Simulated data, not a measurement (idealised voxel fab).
process module | voxel double patterning
cross-section cut | 175 nm wide | cells 5 nm
A cross-section is a grid of square cells, given in bands from the top down. A band is one or more rows of cells.
Each band's line starts with the height of the band's top and of its bottom, in nm. Then come its materials from left to right, each with its width in nm. One material with "throughout" fills the band from edge to edge. "air" is empty space.
Height 0 is the level under which the wafer as received is all one material. The lowest band goes on downwards, as in "0 down".
A width such as "30 to 40" changes by the same amount from each row of cells to the next, from the band's top row to its bottom row.
"no change" after a step means that no cell of the cross-section changed.
closed voids: empty space of 8 cells or more with no open way to the top, each as width x height at its distance from the left edge, in nm
after a step's settings: what the simulator itself notes on the step
overlay nm, on a step with a mask: how far to the right of its planned place the mask lay; to the left if negative
plan
1 op RECEIVE | material Si
2 op CONFORMAL_DEP | material SiN | thk nm 5
3 op DIRECTIONAL_DEP | material SiO2 | thk nm 20
4 op DIRECTIONAL_DEP | material SiCN | thk nm 5
5 op DIRECTIONAL_DEP | material aC | thk nm 15
6 op PATTERN | tone open | mask id FIRST | material resist | width nm 15 | pitch nm 50 | thk nm 30 | overlay nm 0
7 op DIRECTIONAL_ETCH | etch materials aC | depth nm 15
8 op STRIP | etch materials resist
9 op DIRECTIONAL_ETCH | etch materials SiCN | depth nm 5
10 op STRIP | etch materials aC
11 op DIRECTIONAL_DEP | material aC | thk nm 10
12 op PATTERN | tone open | mask id SECOND | material resist | width nm 15 | thk nm 30 | overlay nm 0
13 op DIRECTIONAL_ETCH | etch materials aC | depth nm 10
14 op STRIP | etch materials resist
15 op DIRECTIONAL_ETCH | etch materials SiCN | depth nm 5
16 op STRIP | etch materials aC
17 op DIRECTIONAL_ETCH | etch materials SiO2 | depth nm 20
18 op STRIP | etch materials SiCN
as received, after step 1
  0 down: Si throughout
  closed voids: none
first wafer at the end, as planned
  25 to 5: SiO2 55 | air 15 | SiO2 10 | air 15 | SiO2 10 | air 15 | SiO2 55
  5 to 0: SiN throughout
  0 down: Si throughout
  closed voids: none
second wafer at the end: like start, like plan, one mistake
  25 to 5: SiO2 65 | air 30 | SiO2 20 | air 15 | SiO2 45
  5 to 0: SiN throughout
  0 down: Si throughout
  closed voids: none
what went wrong: step 6 ran as: op PATTERN | tone open | mask id FIRST | material resist | width nm 15 | pitch nm 50 | thk nm 30 | overlay nm 10
at the end the second wafer has, in cells: as many of each material as the first, in other places
